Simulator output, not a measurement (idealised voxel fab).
process module | voxel quadruple lines
cross-section cut | 285 nm wide | cells 5 nm
A cross-section is a grid of square cells, given in bands from the top down. A band is one or more rows of cells.
Each band's line starts with the height of the band's top and of its bottom, in nm. Then come its materials from left to right, each with its width in nm. One material with "throughout" fills the band from edge to edge. "air" is empty space.
Height 0 is the level under which the wafer as received is all one material. The lowest band goes on downwards, as in "0 down".
A width such as "30 to 40" changes by the same amount from each row of cells to the next, from the band's top row to its bottom row.
"no change" after a step means that no cell of the cross-section changed.
closed voids: empty space of 8 cells or more with no open way to the top, each as width x height at its distance from the left edge, in nm
after a step's settings: what the simulator itself notes on the step
overlay nm, on a step with a mask: how far to the right of its planned place the mask lay; to the left if negative
plan
1 op RECEIVE | material Si
2 op CONFORMAL_DEP | material SiO2 | thk nm 5
3 op DIRECTIONAL_DEP | material W | thk nm 10
4 op DIRECTIONAL_DEP | material polySi | thk nm 20
5 op DIRECTIONAL_DEP | material aC | thk nm 25
6 op PATTERN | tone cover | mask id MANDREL | material resist | width nm 20 | pitch nm 60 | thk nm 35 | overlay nm 0
7 op DIRECTIONAL_ETCH | etch materials aC | depth nm 25
8 op STRIP | etch materials resist
9 op CONFORMAL_DEP | material SiO2 | thk nm 10
10 op DIRECTIONAL_ETCH | etch materials SiO2 | depth nm 10
11 op STRIP | etch materials aC
12 op DIRECTIONAL_ETCH | etch materials polySi | depth nm 20
13 op STRIP | etch materials SiO2
14 op CONFORMAL_DEP | material SiCN | thk nm 5
15 op DIRECTIONAL_ETCH | etch materials SiCN | depth nm 5
16 op STRIP | etch materials polySi
17 op DIRECTIONAL_ETCH | etch materials W | depth nm 10
18 op STRIP | etch materials SiCN
as received, after step 1
  0 down: Si throughout
  closed voids: none
first wafer at the end, as planned
  15 to 5: air 85 | W 5 | air 10 | W 5 | air 10 | W 5 | air 10 | W 5 | air 10 | W 5 | air 10 | W 5 | air 10 | W 5 | air 10 | W 5 | air 90
  5 to 0: SiO2 throughout
  0 down: Si throughout
  closed voids: none
second wafer at the end: like start, like plan, one mistake
  15 to 5: air 80 | W 5 | air 10 | W 5 | air 10 | W 5 | air 10 | W 5 | air 10 | W 5 | air 10 | W 5 | air 10 | W 5 | air 10 | W 5 | air 95
  5 to 0: SiO2 throughout
  0 down: Si throughout
  closed voids: none
what went wrong: step 6 ran as: op PATTERN | tone cover | mask id MANDREL | material resist | width nm 20 | pitch nm 60 | thk nm 35 | overlay nm -5
at the end the second wafer has, in cells: as many of each material as the first, in other places
